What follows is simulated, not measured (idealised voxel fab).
process module | voxel transistor to metal
cross-section cut | 260 nm wide | cells 5 nm
A cross-section is a grid of square cells, given in bands from the top down. A band is one or more rows of cells.
Each band's line starts with the height of the band's top and of its bottom, in nm. Then come its materials from left to right, each with its width in nm. One material with "throughout" fills the band from edge to edge. "air" is empty space.
Height 0 is the level under which the wafer as received is all one material. The lowest band goes on downwards, as in "0 down".
A width such as "30 to 40" changes by the same amount from each row of cells to the next, from the band's top row to its bottom row.
"no change" after a step means that no cell of the cross-section changed.
closed voids: empty space of 8 cells or more with no open way to the top, each as width x height at its distance from the left edge, in nm
after a step's settings: what the simulator itself notes on the step
overlay nm, on a step with a mask: how far to the right of its planned place the mask lay; to the left if negative
plan
1 op RECEIVE | material Si
2 op OXIDIZE | depth nm 5
3 op CONFORMAL_DEP | material SiN | thk nm 15
4 op PATTERN | tone cover | mask id ACTIVE | material resist | width nm 95 | pitch nm 125 | thk nm 15 | overlay nm 0
5 op DIRECTIONAL_ETCH | etch materials SiN | depth nm 15
6 op DIRECTIONAL_ETCH | etch materials SiO2 | depth nm 5
7 op DIRECTIONAL_ETCH | etch materials Si | depth nm 30
8 op STRIP | etch materials resist
9 op OXIDIZE | depth nm 5
10 op FILL_DEP | material SiO2 | thk nm 10
11 op CMP | height nm 15
12 op SELECTIVE_ETCH | etch materials SiO2 | depth nm 10
13 op STRIP | etch materials SiN
14 op SELECTIVE_ETCH | etch materials SiO2 | depth nm 5
15 op OXIDIZE | depth nm 5
16 op DIRECTIONAL_DEP | material polySi | thk nm 25
17 op DIRECTIONAL_DEP | material SiCN | thk nm 15
18 op MASKED_ETCH | tone cover | mask id GATE | width nm 25 | pitch nm 125 | etch materials SiCN | depth nm 25 | overlay nm 0
19 op MASKED_ETCH | tone cover | mask id GATE | width nm 25 | pitch nm 125 | etch materials polySi | depth nm 35 | overlay nm 0
20 op CONFORMAL_DEP | material SiN | thk nm 5
21 op DIRECTIONAL_ETCH | etch materials SiN | depth nm 5
22 op DIRECTIONAL_ETCH | etch materials SiO2 | depth nm 5
23 op DIRECTIONAL_ETCH | etch materials Si | depth nm 15
24 op EPI | material SiGe | thk nm 15
25 op FILL_DEP | material SiO2 | thk nm 5
26 op CMP | height nm 35
27 op DIRECTIONAL_DEP | material SiO2 | thk nm 15
28 op MASKED_ETCH | tone open | mask id CONTACT | width nm 25 | etch materials SiO2 | depth nm 60 | overlay nm 0
29 op CONFORMAL_DEP | material TiN | thk nm 5
30 op FILL_DEP | material W | thk nm 5
31 op CMP | height nm 50
32 op CONFORMAL_DEP | material SiN | thk nm 5
33 op DIRECTIONAL_DEP | material SiO2 | thk nm 15
34 op DIRECTIONAL_DEP | material aC | thk nm 15
35 op PATTERN | tone open | mask id METAL_1 | material resist | width nm 15 | thk nm 30 | overlay nm 0
36 op DIRECTIONAL_ETCH | etch materials aC | depth nm 15
37 op STRIP | etch materials resist
38 op DIRECTIONAL_ETCH | etch materials SiO2 | depth nm 15
39 op DIRECTIONAL_ETCH | etch materials SiN | depth nm 5
40 op STRIP | etch materials aC
41 op CONFORMAL_DEP | material TiN | thk nm 5
42 op FILL_DEP | material Cu | thk nm 10
43 op CMP | height nm 70
44 op CONFORMAL_DEP | material SiN | thk nm 5
first wafer, as planned
as received, after step 1
  0 down: Si throughout
  closed voids: none
after step 2
  0 to -5: SiO2 throughout
  below -5: unchanged
after step 3
  15 to 0: SiN throughout
  below 0: unchanged
after step 4
  30 to 15: air 20 | resist 95 | air 30 | resist 95 | air 20
  below 15: unchanged
after step 5
  30 to 15: air 20 | resist 95 | air 30 | resist 95 | air 20
  15 to 0: air 20 | SiN 95 | air 30 | SiN 95 | air 20
  below 0: unchanged
after step 6
  30 to 15: air 20 | resist 95 | air 30 | resist 95 | air 20
  15 to 0: air 20 | SiN 95 | air 30 | SiN 95 | air 20
  0 to -5: air 20 | SiO2 95 | air 30 | SiO2 95 | air 20
  below -5: unchanged
after step 7
  30 to 15: air 20 | resist 95 | air 30 | resist 95 | air 20
  15 to 0: air 20 | SiN 95 | air 30 | SiN 95 | air 20
  0 to -5: air 20 | SiO2 95 | air 30 | SiO2 95 | air 20
  -5 to -35: air 20 | Si 95 | air 30 | Si 95 | air 20
  below -35: unchanged
after step 8
  15 to 0: air 20 | SiN 95 | air 30 | SiN 95 | air 20
  below 0: unchanged
after step 9
  15 to 0: air 20 | SiN 95 | air 30 | SiN 95 | air 20
  0 to -5: air 20 | SiO2 95 | air 30 | SiO2 95 | air 20
  -5 to -35: air 20 | SiO2 5 | Si 85 | SiO2 5 | air 30 | SiO2 5 | Si 85 | SiO2 5 | air 20
  -35 to -40: SiO2 25 | Si 85 | SiO2 40 | Si 85 | SiO2 25
  below -40: unchanged
after step 10
  25 to 15: SiO2 throughout
  15 to 0: SiO2 20 | SiN 95 | SiO2 30 | SiN 95 | SiO2 20
  0 to -5: SiO2 throughout
  -5 to -40: SiO2 25 | Si 85 | SiO2 40 | Si 85 | SiO2 25
  below -40: unchanged
after step 11
  15 to 0: SiO2 20 | SiN 95 | SiO2 30 | SiN 95 | SiO2 20
  below 0: unchanged
after step 12
  15 to 5: air 20 | SiN 95 | air 30 | SiN 95 | air 20
  below 5: unchanged
after step 13
  5 to 0: SiO2 20 | air 95 | SiO2 30 | air 95 | SiO2 20
  below 0: unchanged
after step 14
  0 to -5: SiO2 15 | air 105 | SiO2 20 | air 105 | SiO2 15
  below -5: unchanged
after step 15
  0 to -5: SiO2 15 | air 105 | SiO2 20 | air 105 | SiO2 15
  -5 to -10: SiO2 throughout
  below -10: unchanged
after step 16
  25 to 20: polySi 15 | air 105 | polySi 20 | air 105 | polySi 15
  20 to 0: polySi throughout
  0 to -5: SiO2 15 | polySi 105 | SiO2 20 | polySi 105 | SiO2 15
  below -5: unchanged
after step 17
  40 to 35: SiCN 15 | air 105 | SiCN 20 | air 105 | SiCN 15
  35 to 25: SiCN throughout
  25 to 20: polySi 15 | SiCN 105 | polySi 20 | SiCN 105 | polySi 15
  below 20: unchanged
after step 18
  35 to 25: air 55 | SiCN 25 | air 100 | SiCN 25 | air 55
  25 to 20: polySi 15 | air 40 | SiCN 25 | air 40 | polySi 20 | air 40 | SiCN 25 | air 40 | polySi 15
  below 20: unchanged
after step 19
  35 to 20: air 55 | SiCN 25 | air 100 | SiCN 25 | air 55
  20 to 0: air 55 | polySi 25 | air 100 | polySi 25 | air 55
  0 to -5: SiO2 15 | air 40 | polySi 25 | air 40 | SiO2 20 | air 40 | polySi 25 | air 40 | SiO2 15
  below -5: unchanged
after step 20
  40 to 35: air 50 | SiN 35 | air 90 | SiN 35 | air 50
  35 to 20: air 50 | SiN 5 | SiCN 25 | SiN 5 | air 90 | SiN 5 | SiCN 25 | SiN 5 | air 50
  20 to 5: air 50 | SiN 5 | polySi 25 | SiN 5 | air 90 | SiN 5 | polySi 25 | SiN 5 | air 50
  5 to 0: SiN 20 | air 30 | SiN 5 | polySi 25 | SiN 5 | air 30 | SiN 30 | air 30 | SiN 5 | polySi 25 | SiN 5 | air 30 | SiN 20
  0 to -5: SiO2 15 | SiN 40 | polySi 25 | SiN 40 | SiO2 20 | SiN 40 | polySi 25 | SiN 40 | SiO2 15
  below -5: unchanged
after step 21
  35 to 20: air 50 | SiN 5 | SiCN 25 | SiN 5 | air 90 | SiN 5 | SiCN 25 | SiN 5 | air 50
  20 to 0: air 50 | SiN 5 | polySi 25 | SiN 5 | air 90 | SiN 5 | polySi 25 | SiN 5 | air 50
  0 to -5: SiO2 15 | SiN 5 | air 30 | SiN 5 | polySi 25 | SiN 5 | air 30 | SiN 5 | SiO2 20 | SiN 5 | air 30 | SiN 5 | polySi 25 | SiN 5 | air 30 | SiN 5 | SiO2 15
  below -5: unchanged
after step 22
  35 to 20: air 50 | SiN 5 | SiCN 25 | SiN 5 | air 90 | SiN 5 | SiCN 25 | SiN 5 | air 50
  20 to 0: air 50 | SiN 5 | polySi 25 | SiN 5 | air 90 | SiN 5 | polySi 25 | SiN 5 | air 50
  0 to -5: air 15 | SiN 5 | air 30 | SiN 5 | polySi 25 | SiN 5 | air 30 | SiN 5 | air 20 | SiN 5 | air 30 | SiN 5 | polySi 25 | SiN 5 | air 30 | SiN 5 | air 15
  -5 to -10: SiO2 20 | air 30 | SiO2 35 | air 30 | SiO2 30 | air 30 | SiO2 35 | air 30 | SiO2 20
  below -10: unchanged
after step 23
  35 to 20: air 50 | SiN 5 | SiCN 25 | SiN 5 | air 90 | SiN 5 | SiCN 25 | SiN 5 | air 50
  20 to 0: air 50 | SiN 5 | polySi 25 | SiN 5 | air 90 | SiN 5 | polySi 25 | SiN 5 | air 50
  0 to -5: air 15 | SiN 5 | air 30 | SiN 5 | polySi 25 | SiN 5 | air 30 | SiN 5 | air 20 | SiN 5 | air 30 | SiN 5 | polySi 25 | SiN 5 | air 30 | SiN 5 | air 15
  -5 to -10: SiO2 20 | air 30 | SiO2 35 | air 30 | SiO2 30 | air 30 | SiO2 35 | air 30 | SiO2 20
  -10 to -25: SiO2 25 | air 25 | Si 35 | air 25 | SiO2 40 | air 25 | Si 35 | air 25 | SiO2 25
  below -25: unchanged
after step 24
  35 to 20: air 50 | SiN 5 | SiCN 25 | SiN 5 | air 90 | SiN 5 | SiCN 25 | SiN 5 | air 50
  20 to 5: air 50 | SiN 5 | polySi 25 | SiN 5 | air 90 | SiN 5 | polySi 25 | SiN 5 | air 50
  5 to 0: air 35 | SiGe 15 | SiN 5 | polySi 25 | SiN 5 | SiGe 15 | air 60 | SiGe 15 | SiN 5 | polySi 25 | SiN 5 | SiGe 15 | air 35
  0 to -5: air 15 | SiN 5 | air 15 | SiGe 15 | SiN 5 | polySi 25 | SiN 5 | SiGe 15 | air 15 | SiN 5 | air 20 | SiN 5 | air 15 | SiGe 15 | SiN 5 | polySi 25 | SiN 5 | SiGe 15 | air 15 | SiN 5 | air 15
  -5 to -10: SiO2 20 | air 15 | SiGe 15 | SiO2 35 | SiGe 15 | air 15 | SiO2 30 | air 15 | SiGe 15 | SiO2 35 | SiGe 15 | air 15 | SiO2 20
  -10 to -25: SiO2 25 | SiGe 25 | Si 35 | SiGe 25 | SiO2 40 | SiGe 25 | Si 35 | SiGe 25 | SiO2 25
  below -25: unchanged
after step 25
  40 to 35: SiO2 throughout
  35 to 20: SiO2 50 | SiN 5 | SiCN 25 | SiN 5 | SiO2 90 | SiN 5 | SiCN 25 | SiN 5 | SiO2 50
  20 to 5: SiO2 50 | SiN 5 | polySi 25 | SiN 5 | SiO2 90 | SiN 5 | polySi 25 | SiN 5 | SiO2 50
  5 to 0: SiO2 35 | SiGe 15 | SiN 5 | polySi 25 | SiN 5 | SiGe 15 | SiO2 60 | SiGe 15 | SiN 5 | polySi 25 | SiN 5 | SiGe 15 | SiO2 35
  0 to -5: SiO2 15 | SiN 5 | SiO2 15 | SiGe 15 | SiN 5 | polySi 25 | SiN 5 | SiGe 15 | SiO2 15 | SiN 5 | SiO2 20 | SiN 5 | SiO2 15 | SiGe 15 | SiN 5 | polySi 25 | SiN 5 | SiGe 15 | SiO2 15 | SiN 5 | SiO2 15
  -5 to -10: SiO2 35 | SiGe 15 | SiO2 35 | SiGe 15 | SiO2 60 | SiGe 15 | SiO2 35 | SiGe 15 | SiO2 35
  below -10: unchanged
after step 26
  35 to 20: SiO2 50 | SiN 5 | SiCN 25 | SiN 5 | SiO2 90 | SiN 5 | SiCN 25 | SiN 5 | SiO2 50
  below 20: unchanged
after step 27
  50 to 35: SiO2 throughout
  below 35: unchanged
after step 28
  50 to 35: SiO2 25 | air 25 | SiO2 35 | air 25 | SiO2 40 | air 25 | SiO2 35 | air 25 | SiO2 25
  35 to 20: SiO2 25 | air 25 | SiN 5 | SiCN 25 | SiN 5 | air 25 | SiO2 40 | air 25 | SiN 5 | SiCN 25 | SiN 5 | air 25 | SiO2 25
  20 to 5: SiO2 25 | air 25 | SiN 5 | polySi 25 | SiN 5 | air 25 | SiO2 40 | air 25 | SiN 5 | polySi 25 | SiN 5 | air 25 | SiO2 25
  5 to 0: SiO2 25 | air 10 | SiGe 15 | SiN 5 | polySi 25 | SiN 5 | SiGe 15 | air 10 | SiO2 40 | air 10 | SiGe 15 | SiN 5 | polySi 25 | SiN 5 | SiGe 15 | air 10 | SiO2 25
  0 to -5: SiO2 15 | SiN 5 | SiO2 5 | air 10 | SiGe 15 | SiN 5 | polySi 25 | SiN 5 | SiGe 15 | air 10 | SiO2 5 | SiN 5 | SiO2 20 | SiN 5 | SiO2 5 | air 10 | SiGe 15 | SiN 5 | polySi 25 | SiN 5 | SiGe 15 | air 10 | SiO2 5 | SiN 5 | SiO2 15
  -5 to -10: SiO2 25 | air 10 | SiGe 15 | SiO2 35 | SiGe 15 | air 10 | SiO2 40 | air 10 | SiGe 15 | SiO2 35 | SiGe 15 | air 10 | SiO2 25
  below -10: unchanged
after step 29
  55 to 50: TiN 30 | air 15 | TiN 45 | air 15 | TiN 50 | air 15 | TiN 45 | air 15 | TiN 30
  50 to 35: SiO2 25 | TiN 5 | air 15 | TiN 5 | SiO2 35 | TiN 5 | air 15 | TiN 5 | SiO2 40 | TiN 5 | air 15 | TiN 5 | SiO2 35 | TiN 5 | air 15 | TiN 5 | SiO2 25
  35 to 20: SiO2 25 | TiN 5 | air 15 | TiN 5 | SiN 5 | SiCN 25 | SiN 5 | TiN 5 | air 15 | TiN 5 | SiO2 40 | TiN 5 | air 15 | TiN 5 | SiN 5 | SiCN 25 | SiN 5 | TiN 5 | air 15 | TiN 5 | SiO2 25
  20 to 10: SiO2 25 | TiN 5 | air 15 | TiN 5 | SiN 5 | polySi 25 | SiN 5 | TiN 5 | air 15 | TiN 5 | SiO2 40 | TiN 5 | air 15 | TiN 5 | SiN 5 | polySi 25 | SiN 5 | TiN 5 | air 15 | TiN 5 | SiO2 25
  10 to 5: SiO2 25 | TiN 25 | SiN 5 | polySi 25 | SiN 5 | TiN 25 | SiO2 40 | TiN 25 | SiN 5 | polySi 25 | SiN 5 | TiN 25 | SiO2 25
  5 to 0: SiO2 25 | TiN 10 | SiGe 15 | SiN 5 | polySi 25 | SiN 5 | SiGe 15 | TiN 10 | SiO2 40 | TiN 10 | SiGe 15 | SiN 5 | polySi 25 | SiN 5 | SiGe 15 | TiN 10 | SiO2 25
  0 to -5: SiO2 15 | SiN 5 | SiO2 5 | TiN 10 | SiGe 15 | SiN 5 | polySi 25 | SiN 5 | SiGe 15 | TiN 10 | SiO2 5 | SiN 5 | SiO2 20 | SiN 5 | SiO2 5 | TiN 10 | SiGe 15 | SiN 5 | polySi 25 | SiN 5 | SiGe 15 | TiN 10 | SiO2 5 | SiN 5 | SiO2 15
  -5 to -10: SiO2 25 | TiN 10 | SiGe 15 | SiO2 35 | SiGe 15 | TiN 10 | SiO2 40 | TiN 10 | SiGe 15 | SiO2 35 | SiGe 15 | TiN 10 | SiO2 25
  below -10: unchanged
after step 30
  60 to 55: W throughout
  55 to 50: TiN 30 | W 15 | TiN 45 | W 15 | TiN 50 | W 15 | TiN 45 | W 15 | TiN 30
  50 to 35: SiO2 25 | TiN 5 | W 15 | TiN 5 | SiO2 35 | TiN 5 | W 15 | TiN 5 | SiO2 40 | TiN 5 | W 15 | TiN 5 | SiO2 35 | TiN 5 | W 15 | TiN 5 | SiO2 25
  35 to 20: SiO2 25 | TiN 5 | W 15 | TiN 5 | SiN 5 | SiCN 25 | SiN 5 | TiN 5 | W 15 | TiN 5 | SiO2 40 | TiN 5 | W 15 | TiN 5 | SiN 5 | SiCN 25 | SiN 5 | TiN 5 | W 15 | TiN 5 | SiO2 25
  20 to 10: SiO2 25 | TiN 5 | W 15 | TiN 5 | SiN 5 | polySi 25 | SiN 5 | TiN 5 | W 15 | TiN 5 | SiO2 40 | TiN 5 | W 15 | TiN 5 | SiN 5 | polySi 25 | SiN 5 | TiN 5 | W 15 | TiN 5 | SiO2 25
  below 10: unchanged
after step 31
  50 to 35: SiO2 25 | TiN 5 | W 15 | TiN 5 | SiO2 35 | TiN 5 | W 15 | TiN 5 | SiO2 40 | TiN 5 | W 15 | TiN 5 | SiO2 35 | TiN 5 | W 15 | TiN 5 | SiO2 25
  below 35: unchanged
after step 32
  55 to 50: SiN throughout
  below 50: unchanged
after step 33
  70 to 55: SiO2 throughout
  below 55: unchanged
after step 34
  85 to 70: aC throughout
  below 70: unchanged
after step 35
  115 to 85: resist 25 | air 15 | resist 55 | air 15 | resist 40 | air 15 | resist 55 | air 15 | resist 25
  below 85: unchanged
after step 36
  100 to 85: resist 25 | air 15 | resist 55 | air 15 | resist 40 | air 15 | resist 55 | air 15 | resist 25
  85 to 70: aC 25 | air 15 | aC 55 | air 15 | aC 40 | air 15 | aC 55 | air 15 | aC 25
  below 70: unchanged
after step 37
  85 to 70: aC 25 | air 15 | aC 55 | air 15 | aC 40 | air 15 | aC 55 | air 15 | aC 25
  below 70: unchanged
after step 38
  85 to 70: aC 25 | air 15 | aC 55 | air 15 | aC 40 | air 15 | aC 55 | air 15 | aC 25
  70 to 55: SiO2 25 | air 15 | SiO2 55 | air 15 | SiO2 40 | air 15 | SiO2 55 | air 15 | SiO2 25
  below 55: unchanged
after step 39
  85 to 70: aC 25 | air 15 | aC 55 | air 15 | aC 40 | air 15 | aC 55 | air 15 | aC 25
  70 to 55: SiO2 25 | air 15 | SiO2 55 | air 15 | SiO2 40 | air 15 | SiO2 55 | air 15 | SiO2 25
  55 to 50: SiN 25 | air 15 | SiN 55 | air 15 | SiN 40 | air 15 | SiN 55 | air 15 | SiN 25
  below 50: unchanged
after step 40
  70 to 55: SiO2 25 | air 15 | SiO2 55 | air 15 | SiO2 40 | air 15 | SiO2 55 | air 15 | SiO2 25
  below 55: unchanged
after step 41
  75 to 70: TiN 30 | air 5 | TiN 65 | air 5 | TiN 50 | air 5 | TiN 65 | air 5 | TiN 30
  70 to 55: SiO2 25 | TiN 5 | air 5 | TiN 5 | SiO2 55 | TiN 5 | air 5 | TiN 5 | SiO2 40 | TiN 5 | air 5 | TiN 5 | SiO2 55 | TiN 5 | air 5 | TiN 5 | SiO2 25
  55 to 50: SiN 25 | TiN 15 | SiN 55 | TiN 15 | SiN 40 | TiN 15 | SiN 55 | TiN 15 | SiN 25
  below 50: unchanged
after step 42
  85 to 75: Cu throughout
  75 to 70: TiN 30 | Cu 5 | TiN 65 | Cu 5 | TiN 50 | Cu 5 | TiN 65 | Cu 5 | TiN 30
  70 to 55: SiO2 25 | TiN 5 | Cu 5 | TiN 5 | SiO2 55 | TiN 5 | Cu 5 | TiN 5 | SiO2 40 | TiN 5 | Cu 5 | TiN 5 | SiO2 55 | TiN 5 | Cu 5 | TiN 5 | SiO2 25
  below 55: unchanged
after step 43
  70 to 55: SiO2 25 | TiN 5 | Cu 5 | TiN 5 | SiO2 55 | TiN 5 | Cu 5 | TiN 5 | SiO2 40 | TiN 5 | Cu 5 | TiN 5 | SiO2 55 | TiN 5 | Cu 5 | TiN 5 | SiO2 25
  below 55: unchanged
after step 44
  75 to 70: SiN throughout
  below 70: unchanged
second wafer: like start, like plan, one mistake. Through step 27 it matches the first wafer
when step 28 should have ended
  50 to 35: air 25 | SiO2 25 | air 35 | SiO2 25 | air 40 | SiO2 25 | air 35 | SiO2 25 | air 25
  35 to 20: air 25 | SiO2 25 | SiN 5 | SiCN 25 | SiN 5 | SiO2 25 | air 40 | SiO2 25 | SiN 5 | SiCN 25 | SiN 5 | SiO2 25 | air 25
  20 to 5: air 25 | SiO2 25 | SiN 5 | polySi 25 | SiN 5 | SiO2 25 | air 40 | SiO2 25 | SiN 5 | polySi 25 | SiN 5 | SiO2 25 | air 25
  5 to 0: air 25 | SiO2 10 | SiGe 15 | SiN 5 | polySi 25 | SiN 5 | SiGe 15 | SiO2 10 | air 40 | SiO2 10 | SiGe 15 | SiN 5 | polySi 25 | SiN 5 | SiGe 15 | SiO2 10 | air 25
  0 to -5: air 15 | SiN 5 | air 5 | SiO2 10 | SiGe 15 | SiN 5 | polySi 25 | SiN 5 | SiGe 15 | SiO2 10 | air 5 | SiN 5 | air 20 | SiN 5 | air 5 | SiO2 10 | SiGe 15 | SiN 5 | polySi 25 | SiN 5 | SiGe 15 | SiO2 10 | air 5 | SiN 5 | air 15
  -5 to -10: air 15 | SiO2 5 | air 5 | SiO2 10 | SiGe 15 | SiO2 35 | SiGe 15 | SiO2 10 | air 5 | SiO2 5 | air 20 | SiO2 5 | air 5 | SiO2 10 | SiGe 15 | SiO2 35 | SiGe 15 | SiO2 10 | air 5 | SiO2 5 | air 15
  below -10: unchanged
when step 29 should have ended
  55 to 50: air 20 | TiN 35 | air 25 | TiN 35 | air 30 | TiN 35 | air 25 | TiN 35 | air 20
  50 to 40: air 20 | TiN 5 | SiO2 25 | TiN 5 | air 25 | TiN 5 | SiO2 25 | TiN 5 | air 30 | TiN 5 | SiO2 25 | TiN 5 | air 25 | TiN 5 | SiO2 25 | TiN 5 | air 20
  40 to 35: air 20 | TiN 5 | SiO2 25 | TiN 35 | SiO2 25 | TiN 5 | air 30 | TiN 5 | SiO2 25 | TiN 35 | SiO2 25 | TiN 5 | air 20
  35 to 20: air 20 | TiN 5 | SiO2 25 | SiN 5 | SiCN 25 | SiN 5 | SiO2 25 | TiN 5 | air 30 | TiN 5 | SiO2 25 | SiN 5 | SiCN 25 | SiN 5 | SiO2 25 | TiN 5 | air 20
  20 to 5: air 20 | TiN 5 | SiO2 25 | SiN 5 | polySi 25 | SiN 5 | SiO2 25 | TiN 5 | air 30 | TiN 5 | SiO2 25 | SiN 5 | polySi 25 | SiN 5 | SiO2 25 | TiN 5 | air 20
  5 to 0: air 10 | TiN 15 | SiO2 10 | SiGe 15 | SiN 5 | polySi 25 | SiN 5 | SiGe 15 | SiO2 10 | TiN 15 | air 10 | TiN 15 | SiO2 10 | SiGe 15 | SiN 5 | polySi 25 | SiN 5 | SiGe 15 | SiO2 10 | TiN 15 | air 10
  0 to -5: air 10 | TiN 5 | SiN 5 | TiN 5 | SiO2 10 | SiGe 15 | SiN 5 | polySi 25 | SiN 5 | SiGe 15 | SiO2 10 | TiN 5 | SiN 5 | TiN 5 | air 10 | TiN 5 | SiN 5 | TiN 5 | SiO2 10 | SiGe 15 | SiN 5 | polySi 25 | SiN 5 | SiGe 15 | SiO2 10 | TiN 5 | SiN 5 | TiN 5 | air 10
  -5 to -10: TiN 15 | SiO2 5 | TiN 5 | SiO2 10 | SiGe 15 | SiO2 35 | SiGe 15 | SiO2 10 | TiN 5 | SiO2 5 | TiN 20 | SiO2 5 | TiN 5 | SiO2 10 | SiGe 15 | SiO2 35 | SiGe 15 | SiO2 10 | TiN 5 | SiO2 5 | TiN 15
  below -10: unchanged
when step 30 should have ended
  60 to 55: W throughout
  55 to 50: W 20 | TiN 35 | W 25 | TiN 35 | W 30 | TiN 35 | W 25 | TiN 35 | W 20
  50 to 40: W 20 | TiN 5 | SiO2 25 | TiN 5 | W 25 | TiN 5 | SiO2 25 | TiN 5 | W 30 | TiN 5 | SiO2 25 | TiN 5 | W 25 | TiN 5 | SiO2 25 | TiN 5 | W 20
  40 to 35: W 20 | TiN 5 | SiO2 25 | TiN 35 | SiO2 25 | TiN 5 | W 30 | TiN 5 | SiO2 25 | TiN 35 | SiO2 25 | TiN 5 | W 20
  35 to 20: W 20 | TiN 5 | SiO2 25 | SiN 5 | SiCN 25 | SiN 5 | SiO2 25 | TiN 5 | W 30 | TiN 5 | SiO2 25 | SiN 5 | SiCN 25 | SiN 5 | SiO2 25 | TiN 5 | W 20
  20 to 5: W 20 | TiN 5 | SiO2 25 | SiN 5 | polySi 25 | SiN 5 | SiO2 25 | TiN 5 | W 30 | TiN 5 | SiO2 25 | SiN 5 | polySi 25 | SiN 5 | SiO2 25 | TiN 5 | W 20
  5 to 0: W 10 | TiN 15 | SiO2 10 | SiGe 15 | SiN 5 | polySi 25 | SiN 5 | SiGe 15 | SiO2 10 | TiN 15 | W 10 | TiN 15 | SiO2 10 | SiGe 15 | SiN 5 | polySi 25 | SiN 5 | SiGe 15 | SiO2 10 | TiN 15 | W 10
  0 to -5: W 10 | TiN 5 | SiN 5 | TiN 5 | SiO2 10 | SiGe 15 | SiN 5 | polySi 25 | SiN 5 | SiGe 15 | SiO2 10 | TiN 5 | SiN 5 | TiN 5 | W 10 | TiN 5 | SiN 5 | TiN 5 | SiO2 10 | SiGe 15 | SiN 5 | polySi 25 | SiN 5 | SiGe 15 | SiO2 10 | TiN 5 | SiN 5 | TiN 5 | W 10
  below -5: unchanged
when step 31 should have ended
  50 to 40: W 20 | TiN 5 | SiO2 25 | TiN 5 | W 25 | TiN 5 | SiO2 25 | TiN 5 | W 30 | TiN 5 | SiO2 25 | TiN 5 | W 25 | TiN 5 | SiO2 25 | TiN 5 | W 20
  below 40: unchanged
when step 32 should have ended
  55 to 50: SiN throughout
  below 50: unchanged
when step 33 should have ended
  70 to 55: SiO2 throughout
  below 55: unchanged
when step 34 should have ended
  85 to 70: aC throughout
  below 70: unchanged
when step 35 should have ended
  115 to 85: resist 25 | air 15 | resist 55 | air 15 | resist 40 | air 15 | resist 55 | air 15 | resist 25
  below 85: unchanged
when step 36 should have ended
  100 to 85: resist 25 | air 15 | resist 55 | air 15 | resist 40 | air 15 | resist 55 | air 15 | resist 25
  85 to 70: aC 25 | air 15 | aC 55 | air 15 | aC 40 | air 15 | aC 55 | air 15 | aC 25
  below 70: unchanged
when step 37 should have ended
  85 to 70: aC 25 | air 15 | aC 55 | air 15 | aC 40 | air 15 | aC 55 | air 15 | aC 25
  below 70: unchanged
when step 38 should have ended
  85 to 70: aC 25 | air 15 | aC 55 | air 15 | aC 40 | air 15 | aC 55 | air 15 | aC 25
  70 to 55: SiO2 25 | air 15 | SiO2 55 | air 15 | SiO2 40 | air 15 | SiO2 55 | air 15 | SiO2 25
  below 55: unchanged
when step 39 should have ended
  85 to 70: aC 25 | air 15 | aC 55 | air 15 | aC 40 | air 15 | aC 55 | air 15 | aC 25
  70 to 55: SiO2 25 | air 15 | SiO2 55 | air 15 | SiO2 40 | air 15 | SiO2 55 | air 15 | SiO2 25
  55 to 50: SiN 25 | air 15 | SiN 55 | air 15 | SiN 40 | air 15 | SiN 55 | air 15 | SiN 25
  below 50: unchanged
when step 40 should have ended
  70 to 55: SiO2 25 | air 15 | SiO2 55 | air 15 | SiO2 40 | air 15 | SiO2 55 | air 15 | SiO2 25
  below 55: unchanged
when step 41 should have ended
  75 to 70: TiN 30 | air 5 | TiN 65 | air 5 | TiN 50 | air 5 | TiN 65 | air 5 | TiN 30
  70 to 55: SiO2 25 | TiN 5 | air 5 | TiN 5 | SiO2 55 | TiN 5 | air 5 | TiN 5 | SiO2 40 | TiN 5 | air 5 | TiN 5 | SiO2 55 | TiN 5 | air 5 | TiN 5 | SiO2 25
  55 to 50: SiN 25 | TiN 15 | SiN 55 | TiN 15 | SiN 40 | TiN 15 | SiN 55 | TiN 15 | SiN 25
  below 50: unchanged
when step 42 should have ended
  85 to 75: Cu throughout
  75 to 70: TiN 30 | Cu 5 | TiN 65 | Cu 5 | TiN 50 | Cu 5 | TiN 65 | Cu 5 | TiN 30
  70 to 55: SiO2 25 | TiN 5 | Cu 5 | TiN 5 | SiO2 55 | TiN 5 | Cu 5 | TiN 5 | SiO2 40 | TiN 5 | Cu 5 | TiN 5 | SiO2 55 | TiN 5 | Cu 5 | TiN 5 | SiO2 25
  below 55: unchanged
when step 43 should have ended
  70 to 55: SiO2 25 | TiN 5 | Cu 5 | TiN 5 | SiO2 55 | TiN 5 | Cu 5 | TiN 5 | SiO2 40 | TiN 5 | Cu 5 | TiN 5 | SiO2 55 | TiN 5 | Cu 5 | TiN 5 | SiO2 25
  below 55: unchanged
when step 44 should have ended
  75 to 70: SiN throughout
  below 70: unchanged
what went wrong: step 28 ran as: op MASKED_ETCH | tone cover | mask id CONTACT | width nm 25 | etch materials SiO2 | depth nm 60 | overlay nm 0
at the end the second wafer has, in cells: 46 fewer of SiO2 | 16 fewer of TiN | 62 more of W
